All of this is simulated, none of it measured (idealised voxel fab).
Title: Process Module voxel released beams
cross-section cut | 260 nm wide | cells 5 nm
In what follows, cross-sections appear as grids of square cells, described through bands that run from the top down, where every band is one or more rows of cells. Look at the band entry: it leads with the top's height and the bottom's height in nm. Then it lists the materials left to right, with a width in nm for each. The word "all across" on a single material says that material fills the band edge to edge. The word "air" is empty space. All heights in this document are referenced to 0, defined as the level beneath which the wafer, as received, consists entirely of one material. The lowest band is not bounded below; it extends indefinitely downward and is written in the form "from 0 down". The two numbers in a width such as "30->40" mark its ends across the band: the first belongs to the top row of cells, the second to the bottom row, and from each row to the next the width moves by the same amount. The designation "left unchanged", where it is given for a processing step, indicates that no cell of the cross-section was altered in the course of that step. Empty spaces counting at least 8 cells and having no open way to the top are listed in "Unvented cavities". The notation width x height at distance is used for each, the distance being from the left edge and all three values in nm. Where a step's line continues beyond its settings, the continuation is a remark by the simulator itself on that step. On any step carrying a mask, the "overlay nm" setting, if present on the step's line, tells how far right of its planned place the mask lay; negative values point to the left. In what follows, pairs of cross-sections are presented, each taken before and after one process step, with the after cross-section shown only down to the lowest band that was altered; the step, together with its settings, is stated below the pair. The pairs may stem from different runs of this module on the same starting wafer; accordingly, a pair should be taken as continuing from the one above it solely where its entry headed "Before the step" indicates as much.

BEFORE THE STEP
* from 0 down = Si all across
* Unvented cavities: none

POST-STEP GEOMETRY
* from 10 to 0 = SiN all across
* Unchanged below 0.
* Unvented cavities: none
Quick note on the step between the two cross-sections above: CONFORMAL_DEP, material SiN, thk nm 10

Before the step: For the state before this step, see the after cross-section of the pair located directly above.

POST-STEP GEOMETRY
* from 30 to 10 = SiO2 all across
* Unchanged below 10.
* Unvented cavities: none
Quick note on the step between the two cross-sections above: DIRECTIONAL_DEP, material SiO2, thk nm 20

Before the step: For the state before this step, see the after cross-section of the pair located directly above.

POST-STEP GEOMETRY
* from 45 to 30 = resist: 85 / air: 45 / resist: 130
* Unchanged below 30.
* Unvented cavities: none
Quick note on the step between the two cross-sections above: PATTERN, tone open, mask id ANCHOR, material resist, width nm 45, thk nm 15, overlay nm 0

Before the step: For the state before this step, see the after cross-section of the pair located directly above.

POST-STEP GEOMETRY
* from 45 to 30 = resist: 85 / air: 45 / resist: 130
* from 30 to 10 = SiO2: 85 / air: 45 / SiO2: 130
* Unchanged below 10.
* Unvented cavities: none
Quick note on the step between the two cross-sections above: DIRECTIONAL_ETCH, etch materials SiO2, depth nm 20

Before the step: For the state before this step, see the after cross-section of the pair located directly above.

POST-STEP GEOMETRY
* from 30 to 10 = SiO2: 85 / air: 45 / SiO2: 130
* Unchanged below 10.
* Unvented cavities: none
Quick note on the step between the two cross-sections above: STRIP, etch materials resist

Before the step: For the state before this step, see the after cross-section of the pair located directly above.

POST-STEP GEOMETRY
* from 45 to 30 = polySi: 100 / air: 15 / polySi: 145
* from 30 to 25 = SiO2: 85 / polySi: 15 / air: 15 / polySi: 15 / SiO2: 130
* from 25 to 10 = SiO2: 85 / polySi: 45 / SiO2: 130
* Unchanged below 10.
* Unvented cavities: none
Quick note on the step between the two cross-sections above: CONFORMAL_DEP, material polySi, thk nm 15

Before the step: For the state before this step, see the after cross-section of the pair located directly above.

POST-STEP GEOMETRY
* from 55 to 45 = aC: 100 / air: 15 / aC: 145
* from 45 to 35 = polySi: 100 / air: 15 / polySi: 145
* from 35 to 30 = polySi: 100 / aC: 15 / polySi: 145
* from 30 to 25 = SiO2: 85 / polySi: 15 / aC: 15 / polySi: 15 / SiO2: 130
* Unchanged below 25.
* Unvented cavities: none
Quick note on the step between the two cross-sections above: DIRECTIONAL_DEP, material aC, thk nm 10

Before the step: For the state before this step, see the after cross-section of the pair located directly above.

POST-STEP GEOMETRY
* from 80 to 55 = air: 80 / resist: 95 / air: 85
* from 55 to 45 = aC: 100 / resist: 15 / aC: 145
* from 45 to 35 = polySi: 100 / resist: 15 / polySi: 145
* Unchanged below 35.
* Unvented cavities: none
Quick note on the step between the two cross-sections above: PATTERN, tone cover, mask id BEAM, material resist, width nm 95, thk nm 25, overlay nm 0

Before the step: For the state before this step, see the after cross-section of the pair located directly above.

POST-STEP GEOMETRY
* from 70 to 55 = air: 80 / resist: 95 / air: 85
* from 55 to 45 = air: 80 / aC: 20 / resist: 15 / aC: 60 / air: 85
* Unchanged below 45.
* Unvented cavities: none
Quick note on the step between the two cross-sections above: DIRECTIONAL_ETCH, etch materials aC, depth nm 10

Before the step: For the state before this step, see the after cross-section of the pair located directly above.

POST-STEP GEOMETRY
* from 55 to 45 = air: 80 / aC: 20 / air: 15 / aC: 60 / air: 85
* from 45 to 35 = polySi: 100 / air: 15 / polySi: 145
* Unchanged below 35.
* Unvented cavities: none
Quick note on the step between the two cross-sections above: STRIP, etch materials resist

Before the step: For the state before this step, see the after cross-section of the pair located directly above.

POST-STEP GEOMETRY
* from 55 to 45 = air: 80 / aC: 20 / air: 15 / aC: 60 / air: 85
* from 45 to 35 = air: 80 / polySi: 20 / air: 15 / polySi: 60 / air: 85
* from 35 to 30 = air: 80 / polySi: 20 / aC: 15 / polySi: 60 / air: 85
* Unchanged below 30.
* Unvented cavities: none
Quick note on the step between the two cross-sections above: DIRECTIONAL_ETCH, etch materials polySi, depth nm 15

Before the step: For the state before this step, see the after cross-section of the pair located directly above.

POST-STEP GEOMETRY
* from 45 to 30 = air: 80 / polySi: 20 / air: 15 / polySi: 60 / air: 85
* from 30 to 25 = SiO2: 85 / polySi: 15 / air: 15 / polySi: 15 / SiO2: 130
* Unchanged below 25.
* Unvented cavities: none
Quick note on the step between the two cross-sections above: STRIP, etch materials aC

Before the step: For the state before this step, see the after cross-section of the pair located directly above.

POST-STEP GEOMETRY
* from 45 to 30 = air: 80 / polySi: 20 / air: 15 / polySi: 60 / air: 85
* from 30 to 25 = air: 85 / polySi: 15 / air: 15 / polySi: 15 / air: 130
* from 25 to 10 = air: 85 / polySi: 45 / air: 130
* Unchanged below 10.
* Unvented cavities: none
Quick note on the step between the two cross-sections above: STRIP, etch materials SiO2

BEFORE THE STEP
* from 0 down = Si all across
* Unvented cavities: none

POST-STEP GEOMETRY
* from 20 to 0 = SiO2 all across
* Unchanged below 0.
* Unvented cavities: none
Quick note on the step between the two cross-sections above: DIRECTIONAL_DEP, material SiO2, thk nm 20

Before the step: For the state before this step, see the after cross-section of the pair located directly above.

POST-STEP GEOMETRY
* from 35 to 20 = resist: 85 / air: 45 / resist: 130
* Unchanged below 20.
* Unvented cavities: none
Quick note on the step between the two cross-sections above: PATTERN, tone open, mask id ANCHOR, material resist, width nm 45, thk nm 15, overlay nm 0

Before the step: For the state before this step, see the after cross-section of the pair located directly above.

POST-STEP GEOMETRY
* from 35 to 20 = resist: 85 / air: 45 / resist: 130
* from 20 to 0 = SiO2: 85 / air: 45 / SiO2: 130
* Unchanged below 0.
* Unvented cavities: none
Quick note on the step between the two cross-sections above: DIRECTIONAL_ETCH, etch materials SiO2, depth nm 20

Before the step: For the state before this step, see the after cross-section of the pair located directly above.

POST-STEP GEOMETRY
* from 20 to 0 = SiO2: 85 / air: 45 / SiO2: 130
* Unchanged below 0.
* Unvented cavities: none
Quick note on the step between the two cross-sections above: STRIP, etch materials resist

Before the step: For the state before this step, see the after cross-section of the pair located directly above.

POST-STEP GEOMETRY
* from 35 to 20 = polySi: 100 / air: 15 / polySi: 145
* from 20 to 15 = SiO2: 85 / polySi: 15 / air: 15 / polySi: 15 / SiO2: 130
* from 15 to 0 = SiO2: 85 / polySi: 45 / SiO2: 130
* Unchanged below 0.
* Unvented cavities: none
Quick note on the step between the two cross-sections above: CONFORMAL_DEP, material polySi, thk nm 15

Before the step: For the state before this step, see the after cross-section of the pair located directly above.

POST-STEP GEOMETRY
* from 45 to 35 = aC: 100 / air: 15 / aC: 145
* from 35 to 25 = polySi: 100 / air: 15 / polySi: 145
* from 25 to 20 = polySi: 100 / aC: 15 / polySi: 145
* from 20 to 15 = SiO2: 85 / polySi: 15 / aC: 15 / polySi: 15 / SiO2: 130
* Unchanged below 15.
* Unvented cavities: none
Quick note on the step between the two cross-sections above: DIRECTIONAL_DEP, material aC, thk nm 10

Before the step: For the state before this step, see the after cross-section of the pair located directly above.

POST-STEP GEOMETRY
* from 70 to 45 = air: 80 / resist: 95 / air: 85
* from 45 to 35 = aC: 100 / resist: 15 / aC: 145
* from 35 to 25 = polySi: 100 / resist: 15 / polySi: 145
* Unchanged below 25.
* Unvented cavities: none
Quick note on the step between the two cross-sections above: PATTERN, tone cover, mask id BEAM, material resist, width nm 95, thk nm 25, overlay nm 0

Before the step: For the state before this step, see the after cross-section of the pair located directly above.

POST-STEP GEOMETRY
* from 60 to 45 = air: 80 / resist: 95 / air: 85
* from 45 to 35 = air: 80 / aC: 20 / resist: 15 / aC: 60 / air: 85
* Unchanged below 35.
* Unvented cavities: none
Quick note on the step between the two cross-sections above: DIRECTIONAL_ETCH, etch materials aC, depth nm 10

Before the step: For the state before this step, see the after cross-section of the pair located directly above.

POST-STEP GEOMETRY
* from 45 to 35 = air: 80 / aC: 20 / air: 15 / aC: 60 / air: 85
* from 35 to 25 = polySi: 100 / air: 15 / polySi: 145
* Unchanged below 25.
* Unvented cavities: none
Quick note on the step between the two cross-sections above: STRIP, etch materials resist

Before the step: For the state before this step, see the after cross-section of the pair located directly above.

POST-STEP GEOMETRY
* from 45 to 35 = air: 80 / aC: 20 / air: 15 / aC: 60 / air: 85
* from 35 to 25 = air: 80 / polySi: 20 / air: 15 / polySi: 60 / air: 85
* from 25 to 20 = air: 80 / polySi: 20 / aC: 15 / polySi: 60 / air: 85
* Unchanged below 20.
* Unvented cavities: none
Quick note on the step between the two cross-sections above: DIRECTIONAL_ETCH, etch materials polySi, depth nm 15

Before the step: For the state before this step, see the after cross-section of the pair located directly above.

POST-STEP GEOMETRY
* from 35 to 20 = air: 80 / polySi: 20 / air: 15 / polySi: 60 / air: 85
* from 20 to 15 = SiO2: 85 / polySi: 15 / air: 15 / polySi: 15 / SiO2: 130
* Unchanged below 15.
* Unvented cavities: none
Quick note on the step between the two cross-sections above: STRIP, etch materials aC

Before the step: For the state before this step, see the after cross-section of the pair located directly above.

POST-STEP GEOMETRY
* from 35 to 20 = air: 80 / polySi: 20 / air: 15 / polySi: 60 / air: 85
* from 20 to 15 = air: 85 / polySi: 15 / air: 15 / polySi: 15 / air: 130
* from 15 to 0 = air: 85 / polySi: 45 / air: 130
* Unchanged below 0.
* Unvented cavities: none
Quick note on the step between the two cross-sections above: STRIP, etch materials SiO2

BEFORE THE STEP
* from 45 to 30 = polySi: 100 / air: 15 / polySi: 145
* from 30 to 25 = SiO2: 85 / polySi: 15 / air: 15 / polySi: 15 / SiO2: 130
* from 25 to 10 = SiO2: 85 / polySi: 45 / SiO2: 130
* from 10 to 0 = SiN all across
* from 0 down = Si all across
* Unvented cavities: none

POST-STEP GEOMETRY
* from 60 to 30 = polySi all across
* from 30 to 10 = SiO2: 85 / polySi: 45 / SiO2: 130
* Unchanged below 10.
* Unvented cavities: none
Quick note on the step between the two cross-sections above: CONFORMAL_DEP, material polySi, thk nm 15

Before the step: For the state before this step, see the after cross-section of the pair located directly above.

POST-STEP GEOMETRY
* from 70 to 60 = aC all across
* Unchanged below 60.
* Unvented cavities: none
Quick note on the step between the two cross-sections above: DIRECTIONAL_DEP, material aC, thk nm 10

Before the step: For the state before this step, see the after cross-section of the pair located directly above.

POST-STEP GEOMETRY
* from 95 to 70 = air: 80 / resist: 95 / air: 85
* Unchanged below 70.
* Unvented cavities: none
Quick note on the step between the two cross-sections above: PATTERN, tone cover, mask id BEAM, material resist, width nm 95, thk nm 25, overlay nm 0

Before the step: For the state before this step, see the after cross-section of the pair located directly above.

POST-STEP GEOMETRY
* from 85 to 70 = air: 80 / resist: 95 / air: 85
* from 70 to 60 = air: 80 / aC: 95 / air: 85
* Unchanged below 60.
* Unvented cavities: none
Quick note on the step between the two cross-sections above: DIRECTIONAL_ETCH, etch materials aC, depth nm 10

Before the step: For the state before this step, see the after cross-section of the pair located directly above.

POST-STEP GEOMETRY
* from 70 to 60 = air: 80 / aC: 95 / air: 85
* Unchanged below 60.
* Unvented cavities: none
Quick note on the step between the two cross-sections above: STRIP, etch materials resist

Before the step: For the state before this step, see the after cross-section of the pair located directly above.

POST-STEP GEOMETRY
* from 70 to 60 = air: 80 / aC: 95 / air: 85
* from 60 to 45 = air: 80 / polySi: 95 / air: 85
* Unchanged below 45.
* Unvented cavities: none
Quick note on the step between the two cross-sections above: DIRECTIONAL_ETCH, etch materials polySi, depth nm 15

Before the step: For the state before this step, see the after cross-section of the pair located directly above.

POST-STEP GEOMETRY
* from 60 to 45 = air: 80 / polySi: 95 / air: 85
* Unchanged below 45.
* Unvented cavities: none
Quick note on the step between the two cross-sections above: STRIP, etch materials aC

BEFORE THE STEP
* from 20 to 0 = SiO2 all across
* from 0 down = Si all across
* Unvented cavities: none

POST-STEP GEOMETRY
* from 30 to 20 = SiN all across
* Unchanged below 20.
* Unvented cavities: none
Quick note on the step between the two cross-sections above: CONFORMAL_DEP, material SiN, thk nm 10

Before the step: For the state before this step, see the after cross-section of the pair located directly above.

POST-STEP GEOMETRY
* from 45 to 30 = resist: 85 / air: 45 / resist: 130
* Unchanged below 30.
* Unvented cavities: none
Quick note on the step between the two cross-sections above: PATTERN, tone open, mask id ANCHOR, material resist, width nm 45, thk nm 15, overlay nm 0

Before the step: For the state before this step, see the after cross-section of the pair located directly above.

POST-STEP GEOMETRY
* from 30 to 20 = SiN all across
* Unchanged below 20.
* Unvented cavities: none
Quick note on the step between the two cross-sections above: STRIP, etch materials resist

Before the step: For the state before this step, see the after cross-section of the pair located directly above.

POST-STEP GEOMETRY
* from 45 to 30 = polySi all across
* Unchanged below 30.
* Unvented cavities: none
Quick note on the step between the two cross-sections above: CONFORMAL_DEP, material polySi, thk nm 15

Before the step: For the state before this step, see the after cross-section of the pair located directly above.

POST-STEP GEOMETRY
* from 55 to 45 = aC all across
* Unchanged below 45.
* Unvented cavities: none
Quick note on the step between the two cross-sections above: DIRECTIONAL_DEP, material aC, thk nm 10

Before the step: For the state before this step, see the after cross-section of the pair located directly above.

POST-STEP GEOMETRY
* from 80 to 55 = air: 80 / resist: 95 / air: 85
* Unchanged below 55.
* Unvented cavities: none
Quick note on the step between the two cross-sections above: PATTERN, tone cover, mask id BEAM, material resist, width nm 95, thk nm 25, overlay nm 0

Before the step: For the state before this step, see the after cross-section of the pair located directly above.

POST-STEP GEOMETRY
* from 70 to 55 = air: 80 / resist: 95 / air: 85
* from 55 to 45 = air: 80 / aC: 95 / air: 85
* Unchanged below 45.
* Unvented cavities: none
Quick note on the step between the two cross-sections above: DIRECTIONAL_ETCH, etch materials aC, depth nm 10

Before the step: For the state before this step, see the after cross-section of the pair located directly above.

POST-STEP GEOMETRY
* from 55 to 45 = air: 80 / aC: 95 / air: 85
* Unchanged below 45.
* Unvented cavities: none
Quick note on the step between the two cross-sections above: STRIP, etch materials resist

Before the step: For the state before this step, see the after cross-section of the pair located directly above.

POST-STEP GEOMETRY
* from 55 to 45 = air: 80 / aC: 95 / air: 85
* from 45 to 30 = air: 80 / polySi: 95 / air: 85
* Unchanged below 30.
* Unvented cavities: none
Quick note on the step between the two cross-sections above: DIRECTIONAL_ETCH, etch materials polySi, depth nm 15

Before the step: For the state before this step, see the after cross-section of the pair located directly above.

POST-STEP GEOMETRY
* from 45 to 30 = air: 80 / polySi: 95 / air: 85
* Unchanged below 30.
* Unvented cavities: none
Quick note on the step between the two cross-sections above: STRIP, etch materials aC

BEFORE THE STEP
* from 0 down = Si all across
* Unvented cavities: none

POST-STEP GEOMETRY
* from 5 to 0 = SiN all across
* Unchanged below 0.
* Unvented cavities: none
Quick note on the step between the two cross-sections above: CONFORMAL_DEP, material SiN, thk nm 5

Before the step: For the state before this step, see the after cross-section of the pair located directly above.

POST-STEP GEOMETRY
* from 25 to 5 = SiO2 all across
* Unchanged below 5.
* Unvented cavities: none
Quick note on the step between the two cross-sections above: DIRECTIONAL_DEP, material SiO2, thk nm 20

Before the step: For the state before this step, see the after cross-section of the pair located directly above.

POST-STEP GEOMETRY
* from 40 to 25 = resist: 85 / air: 45 / resist: 130
* Unchanged below 25.
* Unvented cavities: none
Quick note on the step between the two cross-sections above: PATTERN, tone open, mask id ANCHOR, material resist, width nm 45, thk nm 15, overlay nm 0

Before the step: For the state before this step, see the after cross-section of the pair located directly above.

POST-STEP GEOMETRY
* from 40 to 25 = resist: 85 / air: 45 / resist: 130
* from 25 to 5 = SiO2: 85 / air: 45 / SiO2: 130
* Unchanged below 5.
* Unvented cavities: none
Quick note on the step between the two cross-sections above: DIRECTIONAL_ETCH, etch materials SiO2, depth nm 20

Before the step: For the state before this step, see the after cross-section of the pair located directly above.

POST-STEP GEOMETRY
* from 25 to 5 = SiO2: 85 / air: 45 / SiO2: 130
* Unchanged below 5.
* Unvented cavities: none
Quick note on the step between the two cross-sections above: STRIP, etch materials resist

Before the step: For the state before this step, see the after cross-section of the pair located directly above.

POST-STEP GEOMETRY
* from 40 to 25 = polySi: 100 / air: 15 / polySi: 145
* from 25 to 20 = SiO2: 85 / polySi: 15 / air: 15 / polySi: 15 / SiO2: 130
* from 20 to 5 = SiO2: 85 / polySi: 45 / SiO2: 130
* Unchanged below 5.
* Unvented cavities: none
Quick note on the step between the two cross-sections above: CONFORMAL_DEP, material polySi, thk nm 15

Before the step: For the state before this step, see the after cross-section of the pair located directly above.

POST-STEP GEOMETRY
* from 50 to 40 = aC: 100 / air: 15 / aC: 145
* from 40 to 30 = polySi: 100 / air: 15 / polySi: 145
* from 30 to 25 = polySi: 100 / aC: 15 / polySi: 145
* from 25 to 20 = SiO2: 85 / polySi: 15 / aC: 15 / polySi: 15 / SiO2: 130
* Unchanged below 20.
* Unvented cavities: none
Quick note on the step between the two cross-sections above: DIRECTIONAL_DEP, material aC, thk nm 10

Before the step: For the state before this step, see the after cross-section of the pair located directly above.

POST-STEP GEOMETRY
* from 75 to 50 = air: 80 / resist: 95 / air: 85
* from 50 to 40 = aC: 100 / resist: 15 / aC: 145
* from 40 to 30 = polySi: 100 / resist: 15 / polySi: 145
* Unchanged below 30.
* Unvented cavities: none
Quick note on the step between the two cross-sections above: PATTERN, tone cover, mask id BEAM, material resist, width nm 95, thk nm 25, overlay nm 0

Before the step: For the state before this step, see the after cross-section of the pair located directly above.

POST-STEP GEOMETRY
* from 65 to 50 = air: 80 / resist: 95 / air: 85
* from 50 to 40 = air: 80 / aC: 20 / resist: 15 / aC: 60 / air: 85
* Unchanged below 40.
* Unvented cavities: none
Quick note on the step between the two cross-sections above: DIRECTIONAL_ETCH, etch materials aC, depth nm 10

Before the step: For the state before this step, see the after cross-section of the pair located directly above.

POST-STEP GEOMETRY
* from 50 to 40 = air: 80 / aC: 20 / air: 15 / aC: 60 / air: 85
* from 40 to 30 = polySi: 100 / air: 15 / polySi: 145
* Unchanged below 30.
* Unvented cavities: none
Quick note on the step between the two cross-sections above: STRIP, etch materials resist

Before the step: For the state before this step, see the after cross-section of the pair located directly above.

POST-STEP GEOMETRY
* from 50 to 40 = air: 80 / aC: 20 / air: 15 / aC: 60 / air: 85
* from 40 to 30 = air: 80 / polySi: 20 / air: 15 / polySi: 60 / air: 85
* from 30 to 25 = air: 80 / polySi: 20 / aC: 15 / polySi: 60 / air: 85
* Unchanged below 25.
* Unvented cavities: none
Quick note on the step between the two cross-sections above: DIRECTIONAL_ETCH, etch materials polySi, depth nm 15

Before the step: For the state before this step, see the after cross-section of the pair located directly above.

POST-STEP GEOMETRY
* from 40 to 25 = air: 80 / polySi: 20 / air: 15 / polySi: 60 / air: 85
* from 25 to 20 = SiO2: 85 / polySi: 15 / air: 15 / polySi: 15 / SiO2: 130
* Unchanged below 20.
* Unvented cavities: none
Quick note on the step between the two cross-sections above: STRIP, etch materials aC

Before the step: For the state before this step, see the after cross-section of the pair located directly above.

POST-STEP GEOMETRY
* from 40 to 25 = air: 80 / polySi: 20 / air: 15 / polySi: 60 / air: 85
* from 25 to 20 = air: 85 / polySi: 15 / air: 15 / polySi: 15 / air: 130
* from 20 to 5 = air: 85 / polySi: 45 / air: 130
* Unchanged below 5.
* Unvented cavities: none
Quick note on the step between the two cross-sections above: STRIP, etch materials SiO2

BEFORE THE STEP
* from 30 to 10 = SiO2 all across
* from 10 to 0 = SiN all across
* from 0 down = Si all across
* Unvented cavities: none

POST-STEP GEOMETRY
* from 45 to 30 = resist: 90 / air: 35 / resist: 135
* Unchanged below 30.
* Unvented cavities: none
Quick note on the step between the two cross-sections above: PATTERN, tone open, mask id ANCHOR, material resist, width nm 35, thk nm 15, overlay nm 0

Before the step: For the state before this step, see the after cross-section of the pair located directly above.

POST-STEP GEOMETRY
* from 45 to 30 = resist: 90 / air: 35 / resist: 135
* from 30 to 10 = SiO2: 90 / air: 35 / SiO2: 135
* Unchanged below 10.
* Unvented cavities: none
Quick note on the step between the two cross-sections above: DIRECTIONAL_ETCH, etch materials SiO2, depth nm 20

Before the step: For the state before this step, see the after cross-section of the pair located directly above.

POST-STEP GEOMETRY
* from 30 to 10 = SiO2: 90 / air: 35 / SiO2: 135
* Unchanged below 10.
* Unvented cavities: none
Quick note on the step between the two cross-sections above: STRIP, etch materials resist

Before the step: For the state before this step, see the after cross-section of the pair located directly above.

POST-STEP GEOMETRY
* from 45 to 30 = polySi: 105 / air: 5 / polySi: 150
* from 30 to 25 = SiO2: 90 / polySi: 15 / air: 5 / polySi: 15 / SiO2: 135
* from 25 to 10 = SiO2: 90 / polySi: 35 / SiO2: 135
* Unchanged below 10.
* Unvented cavities: none
Quick note on the step between the two cross-sections above: CONFORMAL_DEP, material polySi, thk nm 15

Before the step: For the state before this step, see the after cross-section of the pair located directly above.

POST-STEP GEOMETRY
* from 55 to 45 = aC: 105 / air: 5 / aC: 150
* from 45 to 35 = polySi: 105 / air: 5 / polySi: 150
* from 35 to 30 = polySi: 105 / aC: 5 / polySi: 150
* from 30 to 25 = SiO2: 90 / polySi: 15 / aC: 5 / polySi: 15 / SiO2: 135
* Unchanged below 25.
* Unvented cavities: none
Quick note on the step between the two cross-sections above: DIRECTIONAL_DEP, material aC, thk nm 10

Before the step: For the state before this step, see the after cross-section of the pair located directly above.

POST-STEP GEOMETRY
* from 80 to 55 = air: 80 / resist: 95 / air: 85
* from 55 to 45 = aC: 105 / resist: 5 / aC: 150
* from 45 to 35 = polySi: 105 / resist: 5 / polySi: 150
* Unchanged below 35.
* Unvented cavities: none
Quick note on the step between the two cross-sections above: PATTERN, tone cover, mask id BEAM, material resist, width nm 95, thk nm 25, overlay nm 0

Before the step: For the state before this step, see the after cross-section of the pair located directly above.

POST-STEP GEOMETRY
* from 70 to 55 = air: 80 / resist: 95 / air: 85
* from 55 to 45 = air: 80 / aC: 25 / resist: 5 / aC: 65 / air: 85
* Unchanged below 45.
* Unvented cavities: none
Quick note on the step between the two cross-sections above: DIRECTIONAL_ETCH, etch materials aC, depth nm 10

Before the step: For the state before this step, see the after cross-section of the pair located directly above.

POST-STEP GEOMETRY
* from 55 to 45 = air: 80 / aC: 25 / air: 5 / aC: 65 / air: 85
* from 45 to 35 = polySi: 105 / air: 5 / polySi: 150
* Unchanged below 35.
* Unvented cavities: none
Quick note on the step between the two cross-sections above: STRIP, etch materials resist

Before the step: For the state before this step, see the after cross-section of the pair located directly above.

POST-STEP GEOMETRY
* from 55 to 45 = air: 80 / aC: 25 / air: 5 / aC: 65 / air: 85
* from 45 to 35 = air: 80 / polySi: 25 / air: 5 / polySi: 65 / air: 85
* from 35 to 30 = air: 80 / polySi: 25 / aC: 5 / polySi: 65 / air: 85
* Unchanged below 30.
* Unvented cavities: none
Quick note on the step between the two cross-sections above: DIRECTIONAL_ETCH, etch materials polySi, depth nm 15

Before the step: For the state before this step, see the after cross-section of the pair located directly above.

POST-STEP GEOMETRY
* from 45 to 30 = air: 80 / polySi: 25 / air: 5 / polySi: 65 / air: 85
* from 30 to 25 = SiO2: 90 / polySi: 15 / air: 5 / polySi: 15 / SiO2: 135
* Unchanged below 25.
* Unvented cavities: none
Quick note on the step between the two cross-sections above: STRIP, etch materials aC

Before the step: For the state before this step, see the after cross-section of the pair located directly above.

POST-STEP GEOMETRY
* from 45 to 30 = air: 80 / polySi: 25 / air: 5 / polySi: 65 / air: 85
* from 30 to 25 = air: 90 / polySi: 15 / air: 5 / polySi: 15 / air: 135
* from 25 to 10 = air: 90 / polySi: 35 / air: 135
* Unchanged below 10.
* Unvented cavities: none
Quick note on the step between the two cross-sections above: STRIP, etch materials SiO2

BEFORE THE STEP
* from 30 to 10 = SiO2 all across
* from 10 to 0 = SiN all across
* from 0 down = Si all across
* Unvented cavities: none

POST-STEP GEOMETRY
* from 45 to 30 = resist: 80 / air: 45 / resist: 135
* Unchanged below 30.
* Unvented cavities: none
Quick note on the step between the two cross-sections above: PATTERN, tone open, mask id ANCHOR, material resist, width nm 45, thk nm 15, overlay nm -5

Before the step: For the state before this step, see the after cross-section of the pair located directly above.

POST-STEP GEOMETRY
* from 45 to 30 = resist: 80 / air: 45 / resist: 135
* from 30 to 10 = SiO2: 80 / air: 45 / SiO2: 135
* Unchanged below 10.
* Unvented cavities: none
Quick note on the step between the two cross-sections above: DIRECTIONAL_ETCH, etch materials SiO2, depth nm 20

Before the step: For the state before this step, see the after cross-section of the pair located directly above.

POST-STEP GEOMETRY
* from 30 to 10 = SiO2: 80 / air: 45 / SiO2: 135
* Unchanged below 10.
* Unvented cavities: none
Quick note on the step between the two cross-sections above: STRIP, etch materials resist

Before the step: For the state before this step, see the after cross-section of the pair located directly above.

POST-STEP GEOMETRY
* from 45 to 30 = polySi: 95 / air: 15 / polySi: 150
* from 30 to 25 = SiO2: 80 / polySi: 15 / air: 15 / polySi: 15 / SiO2: 135
* from 25 to 10 = SiO2: 80 / polySi: 45 / SiO2: 135
* Unchanged below 10.
* Unvented cavities: none
Quick note on the step between the two cross-sections above: CONFORMAL_DEP, material polySi, thk nm 15

Before the step: For the state before this step, see the after cross-section of the pair located directly above.

POST-STEP GEOMETRY
* from 55 to 45 = aC: 95 / air: 15 / aC: 150
* from 45 to 35 = polySi: 95 / air: 15 / polySi: 150
* from 35 to 30 = polySi: 95 / aC: 15 / polySi: 150
* from 30 to 25 = SiO2: 80 / polySi: 15 / aC: 15 / polySi: 15 / SiO2: 135
* Unchanged below 25.
* Unvented cavities: none
Quick note on the step between the two cross-sections above: DIRECTIONAL_DEP, material aC, thk nm 10

Before the step: For the state before this step, see the after cross-section of the pair located directly above.

POST-STEP GEOMETRY
* from 80 to 55 = air: 80 / resist: 95 / air: 85
* from 55 to 45 = aC: 95 / resist: 15 / aC: 150
* from 45 to 35 = polySi: 95 / resist: 15 / polySi: 150
* Unchanged below 35.
* Unvented cavities: none
Quick note on the step between the two cross-sections above: PATTERN, tone cover, mask id BEAM, material resist, width nm 95, thk nm 25, overlay nm 0

Before the step: For the state before this step, see the after cross-section of the pair located directly above.

POST-STEP GEOMETRY
* from 70 to 55 = air: 80 / resist: 95 / air: 85
* from 55 to 45 = air: 80 / aC: 15 / resist: 15 / aC: 65 / air: 85
* Unchanged below 45.
* Unvented cavities: none
Quick note on the step between the two cross-sections above: DIRECTIONAL_ETCH, etch materials aC, depth nm 10

Before the step: For the state before this step, see the after cross-section of the pair located directly above.

POST-STEP GEOMETRY
* from 55 to 45 = air: 80 / aC: 15 / air: 15 / aC: 65 / air: 85
* from 45 to 35 = polySi: 95 / air: 15 / polySi: 150
* Unchanged below 35.
* Unvented cavities: none
Quick note on the step between the two cross-sections above: STRIP, etch materials resist

Before the step: For the state before this step, see the after cross-section of the pair located directly above.

POST-STEP GEOMETRY
* from 55 to 45 = air: 80 / aC: 15 / air: 15 / aC: 65 / air: 85
* from 45 to 35 = air: 80 / polySi: 15 / air: 15 / polySi: 65 / air: 85
* from 35 to 30 = air: 80 / polySi: 15 / aC: 15 / polySi: 65 / air: 85
* Unchanged below 30.
* Unvented cavities: none
Quick note on the step between the two cross-sections above: DIRECTIONAL_ETCH, etch materials polySi, depth nm 15

Before the step: For the state before this step, see the after cross-section of the pair located directly above.

POST-STEP GEOMETRY
* from 45 to 30 = air: 80 / polySi: 15 / air: 15 / polySi: 65 / air: 85
* from 30 to 25 = SiO2: 80 / polySi: 15 / air: 15 / polySi: 15 / SiO2: 135
* Unchanged below 25.
* Unvented cavities: none
Quick note on the step between the two cross-sections above: STRIP, etch materials aC

Before the step: For the state before this step, see the after cross-section of the pair located directly above.

POST-STEP GEOMETRY
* from 45 to 30 = air: 80 / polySi: 15 / air: 15 / polySi: 65 / air: 85
* from 30 to 25 = air: 80 / polySi: 15 / air: 15 / polySi: 15 / air: 135
* from 25 to 10 = air: 80 / polySi: 45 / air: 135
* Unchanged below 10.
* Unvented cavities: none
Quick note on the step between the two cross-sections above: STRIP, etch materials SiO2

BEFORE THE STEP
* from 0 down = Si all across
* Unvented cavities: none

POST-STEP GEOMETRY
* from 10 to 0 = polySi all across
* Unchanged below 0.
* Unvented cavities: none
Quick note on the step between the two cross-sections above: CONFORMAL_DEP, material polySi, thk nm 10

Before the step: For the state before this step, see the after cross-section of the pair located directly above.

POST-STEP GEOMETRY
* from 30 to 10 = SiO2 all across
* Unchanged below 10.
* Unvented cavities: none
Quick note on the step between the two cross-sections above: DIRECTIONAL_DEP, material SiO2, thk nm 20

Before the step: For the state before this step, see the after cross-section of the pair located directly above.

POST-STEP GEOMETRY
* from 45 to 30 = resist: 85 / air: 45 / resist: 130
* Unchanged below 30.
* Unvented cavities: none
Quick note on the step between the two cross-sections above: PATTERN, tone open, mask id ANCHOR, material resist, width nm 45, thk nm 15, overlay nm 0

Before the step: For the state before this step, see the after cross-section of the pair located directly above.

POST-STEP GEOMETRY
* from 45 to 30 = resist: 85 / air: 45 / resist: 130
* from 30 to 10 = SiO2: 85 / air: 45 / SiO2: 130
* Unchanged below 10.
* Unvented cavities: none
Quick note on the step between the two cross-sections above: DIRECTIONAL_ETCH, etch materials SiO2, depth nm 20
